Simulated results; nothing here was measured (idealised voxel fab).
process module | voxel trench capacitor
cross-section cut | 290 nm wide | cells 5 nm
A cross-section is a grid of square cells, given in bands from the top down. A band is one or more rows of cells.
Each band's line starts with the height of the band's top and of its bottom, in nm. Then come its materials from left to right, each with its width in nm. One material with "throughout" fills the band from edge to edge. "air" is empty space.
Height 0 is the level under which the wafer as received is all one material. The lowest band goes on downwards, as in "0 down".
A width such as "30 to 40" changes by the same amount from each row of cells to the next, from the band's top row to its bottom row.
"no change" after a step means that no cell of the cross-section changed.
closed voids: empty space of 8 cells or more with no open way to the top, each as width x height at its distance from the left edge, in nm
after a step's settings: what the simulator itself notes on the step
overlay nm, on a step with a mask: how far to the right of its planned place the mask lay; to the left if negative
plan
1 op RECEIVE | material Si
2 op CONFORMAL_DEP | material SiN | thk nm 10
3 op PATTERN | tone open | mask id TRENCH | material resist | width nm 15 | pitch nm 35 | thk nm 15 | overlay nm 0
4 op DIRECTIONAL_ETCH | etch materials SiN | depth nm 10
5 op DIRECTIONAL_ETCH | etch materials Si | depth nm 25
6 op STRIP | etch materials resist
7 op CONFORMAL_DEP | material Al2O3 | thk nm 5
8 op FILL_DEP | material polySi | thk nm 10
9 op CMP | height nm 10
as received, after step 1
  0 down: Si throughout
  closed voids: none
first wafer at the end, as planned
  10 to 0: SiN 100 | Al2O3 5 | polySi 5 | Al2O3 5 | SiN 20 | Al2O3 5 | polySi 5 | Al2O3 5 | SiN 20 | Al2O3 5 | polySi 5 | Al2O3 5 | SiN 105
  0 to -20: Si 100 | Al2O3 5 | polySi 5 | Al2O3 5 | Si 20 | Al2O3 5 | polySi 5 | Al2O3 5 | Si 20 | Al2O3 5 | polySi 5 | Al2O3 5 | Si 105
  -20 to -25: Si 100 | Al2O3 15 | Si 20 | Al2O3 15 | Si 20 | Al2O3 15 | Si 105
  -25 down: Si throughout
  closed voids: none
second wafer at the end: like start, like plan, one mistake
  10 to 0: SiN 100 | Al2O3 5 | polySi 5 | Al2O3 5 | SiN 20 | Al2O3 5 | polySi 5 | Al2O3 5 | SiN 20 | Al2O3 5 | polySi 5 | Al2O3 5 | SiN 105
  0 to -10: Si 100 | Al2O3 5 | polySi 5 | Al2O3 5 | Si 20 | Al2O3 5 | polySi 5 | Al2O3 5 | Si 20 | Al2O3 5 | polySi 5 | Al2O3 5 | Si 105
  -10 to -15: Si 100 | Al2O3 15 | Si 20 | Al2O3 15 | Si 20 | Al2O3 15 | Si 105
  -15 down: Si throughout
  closed voids: none
what went wrong: step 5 ran as: op DIRECTIONAL_ETCH | etch materials Si | depth nm 15
at the end the second wafer has, in cells: 12 fewer of Al2O3 | 18 more of Si | 6 fewer of polySi
